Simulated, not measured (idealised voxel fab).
Process module, titled voxel self aligned vias
Section cut is 220 nm wide and gridded with 5 nm square cells.
In this document a cross-section is written as a grid of square cells. It is given as a series of bands, listed from the top down, and a band is one or more rows of cells. First you get the band's top height and its bottom height, in nm, and then the materials it's made of, left to right, with each width in nm. If you see a single material with "all across", that one covers the band edge to edge. "blank" is empty space. Heads up on the height convention: 0 is the point under which the incoming wafer is all one material, and the lowest band has no bottom, it just keeps going down, like "top 0, no bottom". The width entry "30->40" should be interpreted row by row: the top row of cells in the band takes the first number, the bottom row takes the second number, and the change between adjacent rows is uniform throughout. Step note "no modifications" = no cross-section cell changed. Look at "Sealed void listing" for the closed voids: empty spaces with no open path to the top, sized 8 cells or up. Each is width x height at distance, distance from the left edge, all nm. Step line, after settings: the simulator's comment on this step. overlay nm: for a step with a mask, the amount by which the mask lay right of where it was planned; a negative amount means left of it. Each of the pairs that make up the rest of this document says: here is the cross-section before one process step, here is the cross-section after it, drawn only down to the lowest band that changed, and here, under the pair, is the step lying between them with its settings. Different pairs may come from different runs of this module on the same starting wafer, so a pair continues from the pair above it only where its entry headed "Snapshot before" says so.

Snapshot before
* top 0, no bottom = Si all across
* Sealed void listing: none

Post-Step Cross-Section
* top 15, bottom 0 = SiO2 all across
* Note: structure below 0 unchanged.
* Sealed void listing: none
The transition between the preceding cross-sections is accomplished by CONFORMAL_DEP | material SiO2 | thk nm 15

Snapshot before: equal to the after panel directly above.

Post-Step Cross-Section
* top 20, bottom 15 = SiCN all across
* Note: structure below 15 unchanged.
* Sealed void listing: none
The transition between the preceding cross-sections is accomplished by CONFORMAL_DEP | material SiCN | thk nm 5

Snapshot before: equal to the after panel directly above.

Post-Step Cross-Section
* top 40, bottom 20 = lowk all across
* Note: structure below 20 unchanged.
* Sealed void listing: none
The transition between the preceding cross-sections is accomplished by DIRECTIONAL_DEP | material lowk | thk nm 20

Snapshot before: equal to the after panel directly above.

Post-Step Cross-Section
* top 50, bottom 40 = aC all across
* Note: structure below 40 unchanged.
* Sealed void listing: none
The transition between the preceding cross-sections is accomplished by DIRECTIONAL_DEP | material aC | thk nm 10

Snapshot before: equal to the after panel directly above.

Post-Step Cross-Section
* top 75, bottom 50 = resist 50 nm, blank 20 nm, resist 30 nm, blank 20 nm, resist 30 nm, blank 20 nm, resist 50 nm
* Note: structure below 50 unchanged.
* Sealed void listing: none
The transition between the preceding cross-sections is accomplished by PATTERN | tone open | mask id LINES | material resist | width nm 20 | pitch nm 50 | thk nm 25 | overlay nm 0

Snapshot before: equal to the after panel directly above.

Post-Step Cross-Section
* top 65, bottom 50 = resist 50 nm, blank 20 nm, resist 30 nm, blank 20 nm, resist 30 nm, blank 20 nm, resist 50 nm
* top 50, bottom 40 = aC 50 nm, blank 20 nm, aC 30 nm, blank 20 nm, aC 30 nm, blank 20 nm, aC 50 nm
* Note: structure below 40 unchanged.
* Sealed void listing: none
The transition between the preceding cross-sections is accomplished by DIRECTIONAL_ETCH | etch materials aC | depth nm 10

Snapshot before: equal to the after panel directly above.

Post-Step Cross-Section
* top 50, bottom 40 = aC 50 nm, blank 20 nm, aC 30 nm, blank 20 nm, aC 30 nm, blank 20 nm, aC 50 nm
* Note: structure below 40 unchanged.
* Sealed void listing: none
The transition between the preceding cross-sections is accomplished by STRIP | etch materials resist

Snapshot before: equal to the after panel directly above.

Post-Step Cross-Section
* top 50, bottom 40 = aC 50 nm, blank 20 nm, aC 30 nm, blank 20 nm, aC 30 nm, blank 20 nm, aC 50 nm
* top 40, bottom 20 = lowk 50 nm, blank 20 nm, lowk 30 nm, blank 20 nm, lowk 30 nm, blank 20 nm, lowk 50 nm
* Note: structure below 20 unchanged.
* Sealed void listing: none
The transition between the preceding cross-sections is accomplished by DIRECTIONAL_ETCH | etch materials lowk | depth nm 20

Snapshot before: equal to the after panel directly above.

Post-Step Cross-Section
* top 40, bottom 20 = lowk 50 nm, blank 20 nm, lowk 30 nm, blank 20 nm, lowk 30 nm, blank 20 nm, lowk 50 nm
* Note: structure below 20 unchanged.
* Sealed void listing: none
The transition between the preceding cross-sections is accomplished by STRIP | etch materials aC

Snapshot before: equal to the after panel directly above.

Post-Step Cross-Section
* top 45, bottom 40 = TiN 55 nm, blank 10 nm, TiN 40 nm, blank 10 nm, TiN 40 nm, blank 10 nm, TiN 55 nm
* top 40, bottom 25 = lowk 50 nm, TiN 5 nm, blank 10 nm, TiN 5 nm, lowk 30 nm, TiN 5 nm, blank 10 nm, TiN 5 nm, lowk 30 nm, TiN 5 nm, blank 10 nm, TiN 5 nm, lowk 50 nm
* top 25, bottom 20 = lowk 50 nm, TiN 20 nm, lowk 30 nm, TiN 20 nm, lowk 30 nm, TiN 20 nm, lowk 50 nm
* Note: structure below 20 unchanged.
* Sealed void listing: none
The transition between the preceding cross-sections is accomplished by CONFORMAL_DEP | material TiN | thk nm 5

Snapshot before: equal to the after panel directly above.

Post-Step Cross-Section
* top 55, bottom 45 = W all across
* top 45, bottom 40 = TiN 55 nm, W 10 nm, TiN 40 nm, W 10 nm, TiN 40 nm, W 10 nm, TiN 55 nm
* top 40, bottom 25 = lowk 50 nm, TiN 5 nm, W 10 nm, TiN 5 nm, lowk 30 nm, TiN 5 nm, W 10 nm, TiN 5 nm, lowk 30 nm, TiN 5 nm, W 10 nm, TiN 5 nm, lowk 50 nm
* Note: structure below 25 unchanged.
* Sealed void listing: none
The transition between the preceding cross-sections is accomplished by FILL_DEP | material W | thk nm 10

Snapshot before: equal to the after panel directly above.

Post-Step Cross-Section
* top 40, bottom 25 = lowk 50 nm, TiN 5 nm, W 10 nm, TiN 5 nm, lowk 30 nm, TiN 5 nm, W 10 nm, TiN 5 nm, lowk 30 nm, TiN 5 nm, W 10 nm, TiN 5 nm, lowk 50 nm
* Note: structure below 25 unchanged.
* Sealed void listing: none
The transition between the preceding cross-sections is accomplished by CMP | height nm 40

Snapshot before: equal to the after panel directly above.

Post-Step Cross-Section
* top 40, bottom 30 = lowk 50 nm, blank 20 nm, lowk 30 nm, blank 20 nm, lowk 30 nm, blank 20 nm, lowk 50 nm
* Note: structure below 30 unchanged.
* Sealed void listing: none
The transition between the preceding cross-sections is accomplished by SELECTIVE_ETCH | etch materials W Ru TiN | depth nm 10

Snapshot before: equal to the after panel directly above.

Post-Step Cross-Section
* top 45, bottom 40 = SiN all across
* top 40, bottom 30 = lowk 50 nm, SiN 20 nm, lowk 30 nm, SiN 20 nm, lowk 30 nm, SiN 20 nm, lowk 50 nm
* Note: structure below 30 unchanged.
* Sealed void listing: none
The transition between the preceding cross-sections is accomplished by FILL_DEP | material SiN | thk nm 5

Snapshot before: equal to the after panel directly above.

Post-Step Cross-Section
* top 40, bottom 30 = lowk 50 nm, SiN 20 nm, lowk 30 nm, SiN 20 nm, lowk 30 nm, SiN 20 nm, lowk 50 nm
* Note: structure below 30 unchanged.
* Sealed void listing: none
The transition between the preceding cross-sections is accomplished by CMP | height nm 40

Snapshot before: equal to the after panel directly above.

Post-Step Cross-Section
* top 55, bottom 40 = lowk all across
* Note: structure below 40 unchanged.
* Sealed void listing: none
The transition between the preceding cross-sections is accomplished by DIRECTIONAL_DEP | material lowk | thk nm 15

Snapshot before: equal to the after panel directly above.

Post-Step Cross-Section
* top 70, bottom 55 = resist 45 nm, blank 30 nm, resist 20 nm, blank 30 nm, resist 20 nm, blank 30 nm, resist 45 nm
* Note: structure below 55 unchanged.
* Sealed void listing: none
The transition between the preceding cross-sections is accomplished by PATTERN | tone open | mask id VIAS | material resist | width nm 30 | pitch nm 50 | thk nm 15 | overlay nm 0

Snapshot before: equal to the after panel directly above.

Post-Step Cross-Section
* top 70, bottom 55 = resist 45 nm, blank 30 nm, resist 20 nm, blank 30 nm, resist 20 nm, blank 30 nm, resist 45 nm
* top 55, bottom 40 = lowk 45 nm, blank 30 nm, lowk 20 nm, blank 30 nm, lowk 20 nm, blank 30 nm, lowk 45 nm
* Note: structure below 40 unchanged.
* Sealed void listing: none
The transition between the preceding cross-sections is accomplished by DIRECTIONAL_ETCH | etch materials lowk | depth nm 15

Snapshot before: equal to the after panel directly above.

Post-Step Cross-Section
* top 70, bottom 55 = resist 45 nm, blank 30 nm, resist 20 nm, blank 30 nm, resist 20 nm, blank 30 nm, resist 45 nm
* top 55, bottom 40 = lowk 45 nm, blank 30 nm, lowk 20 nm, blank 30 nm, lowk 20 nm, blank 30 nm, lowk 45 nm
* top 40, bottom 30 = lowk 50 nm, blank 20 nm, lowk 30 nm, blank 20 nm, lowk 30 nm, blank 20 nm, lowk 50 nm
* Note: structure below 30 unchanged.
* Sealed void listing: none
The transition between the preceding cross-sections is accomplished by DIRECTIONAL_ETCH | etch materials SiN | depth nm 10

Snapshot before: equal to the after panel directly above.

Post-Step Cross-Section
* top 55, bottom 40 = lowk 45 nm, blank 30 nm, lowk 20 nm, blank 30 nm, lowk 20 nm, blank 30 nm, lowk 45 nm
* Note: structure below 40 unchanged.
* Sealed void listing: none
The transition between the preceding cross-sections is accomplished by STRIP | etch materials resist

Snapshot before: equal to the after panel directly above.

Post-Step Cross-Section
* top 60, bottom 55 = TiN 50 nm, blank 20 nm, TiN 30 nm, blank 20 nm, TiN 30 nm, blank 20 nm, TiN 50 nm
* top 55, bottom 45 = lowk 45 nm, TiN 5 nm, blank 20 nm, TiN 5 nm, lowk 20 nm, TiN 5 nm, blank 20 nm, TiN 5 nm, lowk 20 nm, TiN 5 nm, blank 20 nm, TiN 5 nm, lowk 45 nm
* top 45, bottom 35 = lowk 45->50 nm, TiN 10->5 nm, blank 10 nm, TiN 10->5 nm, lowk 20->30 nm, TiN 10->5 nm, blank 10 nm, TiN 10->5 nm, lowk 20->30 nm, TiN 10->5 nm, blank 10 nm, TiN 10->5 nm, lowk 45->50 nm
* top 35, bottom 30 = lowk 50 nm, TiN 20 nm, lowk 30 nm, TiN 20 nm, lowk 30 nm, TiN 20 nm, lowk 50 nm
* Note: structure below 30 unchanged.
* Sealed void listing: none
The transition between the preceding cross-sections is accomplished by CONFORMAL_DEP | material TiN | thk nm 5

Snapshot before: equal to the after panel directly above.

Post-Step Cross-Section
* top 70, bottom 60 = W all across
* top 60, bottom 55 = TiN 50 nm, W 20 nm, TiN 30 nm, W 20 nm, TiN 30 nm, W 20 nm, TiN 50 nm
* top 55, bottom 45 = lowk 45 nm, TiN 5 nm, W 20 nm, TiN 5 nm, lowk 20 nm, TiN 5 nm, W 20 nm, TiN 5 nm, lowk 20 nm, TiN 5 nm, W 20 nm, TiN 5 nm, lowk 45 nm
* top 45, bottom 35 = lowk 45->50 nm, TiN 10->5 nm, W 10 nm, TiN 10->5 nm, lowk 20->30 nm, TiN 10->5 nm, W 10 nm, TiN 10->5 nm, lowk 20->30 nm, TiN 10->5 nm, W 10 nm, TiN 10->5 nm, lowk 45->50 nm
* Note: structure below 35 unchanged.
* Sealed void listing: none
The transition between the preceding cross-sections is accomplished by FILL_DEP | material W | thk nm 10

Snapshot before: equal to the after panel directly above.

Post-Step Cross-Section
* top 55, bottom 45 = lowk 45 nm, TiN 5 nm, W 20 nm, TiN 5 nm, lowk 20 nm, TiN 5 nm, W 20 nm, TiN 5 nm, lowk 20 nm, TiN 5 nm, W 20 nm, TiN 5 nm, lowk 45 nm
* Note: structure below 45 unchanged.
* Sealed void listing: none
The transition between the preceding cross-sections is accomplished by CMP | height nm 55

Snapshot before: equal to the after panel directly above.

Post-Step Cross-Section
* top 60, bottom 55 = SiCN all across
* Note: structure below 55 unchanged.
* Sealed void listing: none
The transition between the preceding cross-sections is accomplished by CONFORMAL_DEP | material SiCN | thk nm 5

Snapshot before
* top 15, bottom 0 = SiO2 all across
* top 0, no bottom = Si all across
* Sealed void listing: none

Post-Step Cross-Section
* top 35, bottom 15 = lowk all across
* Note: structure below 15 unchanged.
* Sealed void listing: none
The transition between the preceding cross-sections is accomplished by DIRECTIONAL_DEP | material lowk | thk nm 20

Snapshot before: equal to the after panel directly above.

Post-Step Cross-Section
* top 45, bottom 35 = aC all across
* Note: structure below 35 unchanged.
* Sealed void listing: none
The transition between the preceding cross-sections is accomplished by DIRECTIONAL_DEP | material aC | thk nm 10

Snapshot before: equal to the after panel directly above.

Post-Step Cross-Section
* top 70, bottom 45 = resist 50 nm, blank 20 nm, resist 30 nm, blank 20 nm, resist 30 nm, blank 20 nm, resist 50 nm
* Note: structure below 45 unchanged.
* Sealed void listing: none
The transition between the preceding cross-sections is accomplished by PATTERN | tone open | mask id LINES | material resist | width nm 20 | pitch nm 50 | thk nm 25 | overlay nm 0

Snapshot before: equal to the after panel directly above.

Post-Step Cross-Section
* top 60, bottom 45 = resist 50 nm, blank 20 nm, resist 30 nm, blank 20 nm, resist 30 nm, blank 20 nm, resist 50 nm
* top 45, bottom 35 = aC 50 nm, blank 20 nm, aC 30 nm, blank 20 nm, aC 30 nm, blank 20 nm, aC 50 nm
* Note: structure below 35 unchanged.
* Sealed void listing: none
The transition between the preceding cross-sections is accomplished by DIRECTIONAL_ETCH | etch materials aC | depth nm 10

Snapshot before: equal to the after panel directly above.

Post-Step Cross-Section
* top 45, bottom 35 = aC 50 nm, blank 20 nm, aC 30 nm, blank 20 nm, aC 30 nm, blank 20 nm, aC 50 nm
* Note: structure below 35 unchanged.
* Sealed void listing: none
The transition between the preceding cross-sections is accomplished by STRIP | etch materials resist

Snapshot before: equal to the after panel directly above.

Post-Step Cross-Section
* top 45, bottom 35 = aC 50 nm, blank 20 nm, aC 30 nm, blank 20 nm, aC 30 nm, blank 20 nm, aC 50 nm
* top 35, bottom 15 = lowk 50 nm, blank 20 nm, lowk 30 nm, blank 20 nm, lowk 30 nm, blank 20 nm, lowk 50 nm
* Note: structure below 15 unchanged.
* Sealed void listing: none
The transition between the preceding cross-sections is accomplished by DIRECTIONAL_ETCH | etch materials lowk | depth nm 20

Snapshot before: equal to the after panel directly above.

Post-Step Cross-Section
* top 35, bottom 15 = lowk 50 nm, blank 20 nm, lowk 30 nm, blank 20 nm, lowk 30 nm, blank 20 nm, lowk 50 nm
* Note: structure below 15 unchanged.
* Sealed void listing: none
The transition between the preceding cross-sections is accomplished by STRIP | etch materials aC

Snapshot before: equal to the after panel directly above.

Post-Step Cross-Section
* top 40, bottom 35 = TiN 55 nm, blank 10 nm, TiN 40 nm, blank 10 nm, TiN 40 nm, blank 10 nm, TiN 55 nm
* top 35, bottom 20 = lowk 50 nm, TiN 5 nm, blank 10 nm, TiN 5 nm, lowk 30 nm, TiN 5 nm, blank 10 nm, TiN 5 nm, lowk 30 nm, TiN 5 nm, blank 10 nm, TiN 5 nm, lowk 50 nm
* top 20, bottom 15 = lowk 50 nm, TiN 20 nm, lowk 30 nm, TiN 20 nm, lowk 30 nm, TiN 20 nm, lowk 50 nm
* Note: structure below 15 unchanged.
* Sealed void listing: none
The transition between the preceding cross-sections is accomplished by CONFORMAL_DEP | material TiN | thk nm 5

Snapshot before: equal to the after panel directly above.

Post-Step Cross-Section
* top 50, bottom 40 = W all across
* top 40, bottom 35 = TiN 55 nm, W 10 nm, TiN 40 nm, W 10 nm, TiN 40 nm, W 10 nm, TiN 55 nm
* top 35, bottom 20 = lowk 50 nm, TiN 5 nm, W 10 nm, TiN 5 nm, lowk 30 nm, TiN 5 nm, W 10 nm, TiN 5 nm, lowk 30 nm, TiN 5 nm, W 10 nm, TiN 5 nm, lowk 50 nm
* Note: structure below 20 unchanged.
* Sealed void listing: none
The transition between the preceding cross-sections is accomplished by FILL_DEP | material W | thk nm 10

Snapshot before: equal to the after panel directly above.

Post-Step Cross-Section
* top 40, bottom 35 = TiN 55 nm, W 10 nm, TiN 40 nm, W 10 nm, TiN 40 nm, W 10 nm, TiN 55 nm
* Note: structure below 35 unchanged.
* Sealed void listing: none
The transition between the preceding cross-sections is accomplished by CMP | height nm 40

Snapshot before: equal to the after panel directly above.

Post-Step Cross-Section
* top 35, bottom 30 = lowk 50 nm, blank 20 nm, lowk 30 nm, blank 20 nm, lowk 30 nm, blank 20 nm, lowk 50 nm
* Note: structure below 30 unchanged.
* Sealed void listing: none
The transition between the preceding cross-sections is accomplished by SELECTIVE_ETCH | etch materials W Ru TiN | depth nm 10

Snapshot before: equal to the after panel directly above.

Post-Step Cross-Section
* top 40, bottom 35 = SiN all across
* top 35, bottom 30 = lowk 50 nm, SiN 20 nm, lowk 30 nm, SiN 20 nm, lowk 30 nm, SiN 20 nm, lowk 50 nm
* Note: structure below 30 unchanged.
* Sealed void listing: none
The transition between the preceding cross-sections is accomplished by FILL_DEP | material SiN | thk nm 5

Snapshot before: equal to the after panel directly above.

Post-Step Cross-Section
* top 55, bottom 40 = lowk all across
* Note: structure below 40 unchanged.
* Sealed void listing: none
The transition between the preceding cross-sections is accomplished by DIRECTIONAL_DEP | material lowk | thk nm 15

Snapshot before: equal to the after panel directly above.

Post-Step Cross-Section
* top 70, bottom 55 = resist 45 nm, blank 30 nm, resist 20 nm, blank 30 nm, resist 20 nm, blank 30 nm, resist 45 nm
* Note: structure below 55 unchanged.
* Sealed void listing: none
The transition between the preceding cross-sections is accomplished by PATTERN | tone open | mask id VIAS | material resist | width nm 30 | pitch nm 50 | thk nm 15 | overlay nm 0

Snapshot before: equal to the after panel directly above.

Post-Step Cross-Section
* top 70, bottom 55 = resist 45 nm, blank 30 nm, resist 20 nm, blank 30 nm, resist 20 nm, blank 30 nm, resist 45 nm
* top 55, bottom 40 = lowk 45 nm, blank 30 nm, lowk 20 nm, blank 30 nm, lowk 20 nm, blank 30 nm, lowk 45 nm
* Note: structure below 40 unchanged.
* Sealed void listing: none
The transition between the preceding cross-sections is accomplished by DIRECTIONAL_ETCH | etch materials lowk | depth nm 15

Snapshot before: equal to the after panel directly above.

Post-Step Cross-Section
* top 70, bottom 55 = resist 45 nm, blank 30 nm, resist 20 nm, blank 30 nm, resist 20 nm, blank 30 nm, resist 45 nm
* top 55, bottom 40 = lowk 45 nm, blank 30 nm, lowk 20 nm, blank 30 nm, lowk 20 nm, blank 30 nm, lowk 45 nm
* top 40, bottom 35 = SiN 45 nm, blank 30 nm, SiN 20 nm, blank 30 nm, SiN 20 nm, blank 30 nm, SiN 45 nm
* top 35, bottom 30 = lowk 50 nm, blank 20 nm, lowk 30 nm, blank 20 nm, lowk 30 nm, blank 20 nm, lowk 50 nm
* Note: structure below 30 unchanged.
* Sealed void listing: none
The transition between the preceding cross-sections is accomplished by DIRECTIONAL_ETCH | etch materials SiN | depth nm 10

Snapshot before: equal to the after panel directly above.

Post-Step Cross-Section
* top 55, bottom 40 = lowk 45 nm, blank 30 nm, lowk 20 nm, blank 30 nm, lowk 20 nm, blank 30 nm, lowk 45 nm
* Note: structure below 40 unchanged.
* Sealed void listing: none
The transition between the preceding cross-sections is accomplished by STRIP | etch materials resist

Snapshot before: equal to the after panel directly above.

Post-Step Cross-Section
* top 60, bottom 55 = TiN 50 nm, blank 20 nm, TiN 30 nm, blank 20 nm, TiN 30 nm, blank 20 nm, TiN 50 nm
* top 55, bottom 40 = lowk 45 nm, TiN 5 nm, blank 20 nm, TiN 5 nm, lowk 20 nm, TiN 5 nm, blank 20 nm, TiN 5 nm, lowk 20 nm, TiN 5 nm, blank 20 nm, TiN 5 nm, lowk 45 nm
* top 40, bottom 35 = SiN 45 nm, TiN 10 nm, blank 10 nm, TiN 10 nm, SiN 20 nm, TiN 10 nm, blank 10 nm, TiN 10 nm, SiN 20 nm, TiN 10 nm, blank 10 nm, TiN 10 nm, SiN 45 nm
* top 35, bottom 30 = lowk 50 nm, TiN 20 nm, lowk 30 nm, TiN 20 nm, lowk 30 nm, TiN 20 nm, lowk 50 nm
* Note: structure below 30 unchanged.
* Sealed void listing: none
The transition between the preceding cross-sections is accomplished by CONFORMAL_DEP | material TiN | thk nm 5

Snapshot before: equal to the after panel directly above.

Post-Step Cross-Section
* top 70, bottom 60 = W all across
* top 60, bottom 55 = TiN 50 nm, W 20 nm, TiN 30 nm, W 20 nm, TiN 30 nm, W 20 nm, TiN 50 nm
* top 55, bottom 40 = lowk 45 nm, TiN 5 nm, W 20 nm, TiN 5 nm, lowk 20 nm, TiN 5 nm, W 20 nm, TiN 5 nm, lowk 20 nm, TiN 5 nm, W 20 nm, TiN 5 nm, lowk 45 nm
* top 40, bottom 35 = SiN 45 nm, TiN 10 nm, W 10 nm, TiN 10 nm, SiN 20 nm, TiN 10 nm, W 10 nm, TiN 10 nm, SiN 20 nm, TiN 10 nm, W 10 nm, TiN 10 nm, SiN 45 nm
* Note: structure below 35 unchanged.
* Sealed void listing: none
The transition between the preceding cross-sections is accomplished by FILL_DEP | material W | thk nm 10

Snapshot before: equal to the after panel directly above.

Post-Step Cross-Section
* top 55, bottom 40 = lowk 45 nm, TiN 5 nm, W 20 nm, TiN 5 nm, lowk 20 nm, TiN 5 nm, W 20 nm, TiN 5 nm, lowk 20 nm, TiN 5 nm, W 20 nm, TiN 5 nm, lowk 45 nm
* Note: structure below 40 unchanged.
* Sealed void listing: none
The transition between the preceding cross-sections is accomplished by CMP | height nm 55

Snapshot before: equal to the after panel directly above.

Post-Step Cross-Section
* top 60, bottom 55 = SiCN all across
* Note: structure below 55 unchanged.
* Sealed void listing: none
The transition between the preceding cross-sections is accomplished by CONFORMAL_DEP | material SiCN | thk nm 5

Snapshot before
* top 70, bottom 55 = resist 45 nm, blank 30 nm, resist 20 nm, blank 30 nm, resist 20 nm, blank 30 nm, resist 45 nm
* top 55, bottom 40 = lowk 45 nm, blank 30 nm, lowk 20 nm, blank 30 nm, lowk 20 nm, blank 30 nm, lowk 45 nm
* top 40, bottom 30 = lowk 50 nm, SiN 20 nm, lowk 30 nm, SiN 20 nm, lowk 30 nm, SiN 20 nm, lowk 50 nm
* top 30, bottom 25 = lowk 50 nm, TiN 5 nm, W 10 nm, TiN 5 nm, lowk 30 nm, TiN 5 nm, W 10 nm, TiN 5 nm, lowk 30 nm, TiN 5 nm, W 10 nm, TiN 5 nm, lowk 50 nm
* top 25, bottom 20 = lowk 50 nm, TiN 20 nm, lowk 30 nm, TiN 20 nm, lowk 30 nm, TiN 20 nm, lowk 50 nm
* top 20, bottom 15 = SiCN all across
* top 15, bottom 0 = SiO2 all across
* top 0, no bottom = Si all across
* Sealed void listing: none

Post-Step Cross-Section
* top 70, bottom 55 = resist 45 nm, blank 30 nm, resist 20 nm, blank 30 nm, resist 20 nm, blank 30 nm, resist 45 nm
* top 55, bottom 40 = lowk 45 nm, blank 30 nm, lowk 20 nm, blank 30 nm, lowk 20 nm, blank 30 nm, lowk 45 nm
* top 40, bottom 30 = lowk 45 nm, blank 5 nm, SiN 20 nm, blank 5 nm, lowk 20 nm, blank 5 nm, SiN 20 nm, blank 5 nm, lowk 20 nm, blank 5 nm, SiN 20 nm, blank 5 nm, lowk 45 nm
* top 30, bottom 25 = lowk 45 nm, blank 5 nm, TiN 5 nm, W 10 nm, TiN 5 nm, blank 5 nm, lowk 20 nm, blank 5 nm, TiN 5 nm, W 10 nm, TiN 5 nm, blank 5 nm, lowk 20 nm, blank 5 nm, TiN 5 nm, W 10 nm, TiN 5 nm, blank 5 nm, lowk 45 nm
* Note: structure below 25 unchanged.
* Sealed void listing: none
The transition between the preceding cross-sections is accomplished by DIRECTIONAL_ETCH | etch materials lowk | depth nm 15

Snapshot before: equal to the after panel directly above.

Post-Step Cross-Section
* top 70, bottom 55 = resist 45 nm, blank 30 nm, resist 20 nm, blank 30 nm, resist 20 nm, blank 30 nm, resist 45 nm
* top 55, bottom 30 = lowk 45 nm, blank 30 nm, lowk 20 nm, blank 30 nm, lowk 20 nm, blank 30 nm, lowk 45 nm
* Note: structure below 30 unchanged.
* Sealed void listing: none
The transition between the preceding cross-sections is accomplished by DIRECTIONAL_ETCH | etch materials SiN | depth nm 10

Snapshot before: equal to the after panel directly above.

Post-Step Cross-Section
* top 55, bottom 30 = lowk 45 nm, blank 30 nm, lowk 20 nm, blank 30 nm, lowk 20 nm, blank 30 nm, lowk 45 nm
* Note: structure below 30 unchanged.
* Sealed void listing: none
The transition between the preceding cross-sections is accomplished by STRIP | etch materials resist

Snapshot before: equal to the after panel directly above.

Post-Step Cross-Section
* top 60, bottom 55 = TiN 50 nm, blank 20 nm, TiN 30 nm, blank 20 nm, TiN 30 nm, blank 20 nm, TiN 50 nm
* top 55, bottom 35 = lowk 45 nm, TiN 5 nm, blank 20 nm, TiN 5 nm, lowk 20 nm, TiN 5 nm, blank 20 nm, TiN 5 nm, lowk 20 nm, TiN 5 nm, blank 20 nm, TiN 5 nm, lowk 45 nm
* top 35, bottom 30 = lowk 45 nm, TiN 30 nm, lowk 20 nm, TiN 30 nm, lowk 20 nm, TiN 30 nm, lowk 45 nm
* top 30, bottom 25 = lowk 45 nm, TiN 10 nm, W 10 nm, TiN 10 nm, lowk 20 nm, TiN 10 nm, W 10 nm, TiN 10 nm, lowk 20 nm, TiN 10 nm, W 10 nm, TiN 10 nm, lowk 45 nm
* Note: structure below 25 unchanged.
* Sealed void listing: none
The transition between the preceding cross-sections is accomplished by CONFORMAL_DEP | material TiN | thk nm 5

Snapshot before: equal to the after panel directly above.

Post-Step Cross-Section
* top 70, bottom 60 = W all across
* top 60, bottom 55 = TiN 50 nm, W 20 nm, TiN 30 nm, W 20 nm, TiN 30 nm, W 20 nm, TiN 50 nm
* top 55, bottom 35 = lowk 45 nm, TiN 5 nm, W 20 nm, TiN 5 nm, lowk 20 nm, TiN 5 nm, W 20 nm, TiN 5 nm, lowk 20 nm, TiN 5 nm, W 20 nm, TiN 5 nm, lowk 45 nm
* Note: structure below 35 unchanged.
* Sealed void listing: none
The transition between the preceding cross-sections is accomplished by FILL_DEP | material W | thk nm 10

Snapshot before: equal to the after panel directly above.

Post-Step Cross-Section
* top 55, bottom 35 = lowk 45 nm, TiN 5 nm, W 20 nm, TiN 5 nm, lowk 20 nm, TiN 5 nm, W 20 nm, TiN 5 nm, lowk 20 nm, TiN 5 nm, W 20 nm, TiN 5 nm, lowk 45 nm
* Note: structure below 35 unchanged.
* Sealed void listing: none
The transition between the preceding cross-sections is accomplished by CMP | height nm 55

Snapshot before: equal to the after panel directly above.

Post-Step Cross-Section
* top 60, bottom 55 = SiCN all across
* Note: structure below 55 unchanged.
* Sealed void listing: none
The transition between the preceding cross-sections is accomplished by CONFORMAL_DEP | material SiCN | thk nm 5

Snapshot before
* top 35, bottom 15 = lowk all across
* top 15, bottom 0 = SiO2 all across
* top 0, no bottom = Si all across
* Sealed void listing: none

Post-Step Cross-Section
* top 40, bottom 35 = SiCN all across
* Note: structure below 35 unchanged.
* Sealed void listing: none
The transition between the preceding cross-sections is accomplished by CONFORMAL_DEP | material SiCN | thk nm 5

Snapshot before: equal to the after panel directly above.

Post-Step Cross-Section
* top 50, bottom 40 = aC all across
* Note: structure below 40 unchanged.
* Sealed void listing: none
The transition between the preceding cross-sections is accomplished by DIRECTIONAL_DEP | material aC | thk nm 10

Snapshot before: equal to the after panel directly above.

Post-Step Cross-Section
* top 75, bottom 50 = resist 50 nm, blank 20 nm, resist 30 nm, blank 20 nm, resist 30 nm, blank 20 nm, resist 50 nm
* Note: structure below 50 unchanged.
* Sealed void listing: none
The transition between the preceding cross-sections is accomplished by PATTERN | tone open | mask id LINES | material resist | width nm 20 | pitch nm 50 | thk nm 25 | overlay nm 0

Snapshot before: equal to the after panel directly above.

Post-Step Cross-Section
* top 65, bottom 50 = resist 50 nm, blank 20 nm, resist 30 nm, blank 20 nm, resist 30 nm, blank 20 nm, resist 50 nm
* top 50, bottom 40 = aC 50 nm, blank 20 nm, aC 30 nm, blank 20 nm, aC 30 nm, blank 20 nm, aC 50 nm
* Note: structure below 40 unchanged.
* Sealed void listing: none
The transition between the preceding cross-sections is accomplished by DIRECTIONAL_ETCH | etch materials aC | depth nm 10

Snapshot before: equal to the after panel directly above.

Post-Step Cross-Section
* top 50, bottom 40 = aC 50 nm, blank 20 nm, aC 30 nm, blank 20 nm, aC 30 nm, blank 20 nm, aC 50 nm
* Note: structure below 40 unchanged.
* Sealed void listing: none
The transition between the preceding cross-sections is accomplished by STRIP | etch materials resist

Snapshot before: equal to the after panel directly above.

Post-Step Cross-Section
* top 40, bottom 35 = SiCN all across
* Note: structure below 35 unchanged.
* Sealed void listing: none
The transition between the preceding cross-sections is accomplished by STRIP | etch materials aC

Snapshot before: equal to the after panel directly above.

Post-Step Cross-Section
* top 45, bottom 40 = TiN all across
* Note: structure below 40 unchanged.
* Sealed void listing: none
The transition between the preceding cross-sections is accomplished by CONFORMAL_DEP | material TiN | thk nm 5

Snapshot before: equal to the after panel directly above.

Post-Step Cross-Section
* top 55, bottom 45 = W all across
* Note: structure below 45 unchanged.
* Sealed void listing: none
The transition between the preceding cross-sections is accomplished by FILL_DEP | material W | thk nm 10

Snapshot before: equal to the after panel directly above.

Post-Step Cross-Section
* top 40, bottom 35 = SiCN all across
* Note: structure below 35 unchanged.
* Sealed void listing: none
The transition between the preceding cross-sections is accomplished by CMP | height nm 40

Snapshot before: equal to the after panel directly above.

Post-Step Cross-Section
* top 45, bottom 40 = SiN all across
* Note: structure below 40 unchanged.
* Sealed void listing: none
The transition between the preceding cross-sections is accomplished by FILL_DEP | material SiN | thk nm 5

Snapshot before: equal to the after panel directly above.

Post-Step Cross-Section
* top 40, bottom 35 = SiCN all across
* Note: structure below 35 unchanged.
* Sealed void listing: none
The transition between the preceding cross-sections is accomplished by CMP | height nm 40

Snapshot before: equal to the after panel directly above.

Post-Step Cross-Section
* top 55, bottom 40 = lowk all across
* Note: structure below 40 unchanged.
* Sealed void listing: none
The transition between the preceding cross-sections is accomplished by DIRECTIONAL_DEP | material lowk | thk nm 15

Snapshot before: equal to the after panel directly above.

Post-Step Cross-Section
* top 70, bottom 55 = resist 45 nm, blank 30 nm, resist 20 nm, blank 30 nm, resist 20 nm, blank 30 nm, resist 45 nm
* Note: structure below 55 unchanged.
* Sealed void listing: none
The transition between the preceding cross-sections is accomplished by PATTERN | tone open | mask id VIAS | material resist | width nm 30 | pitch nm 50 | thk nm 15 | overlay nm 0
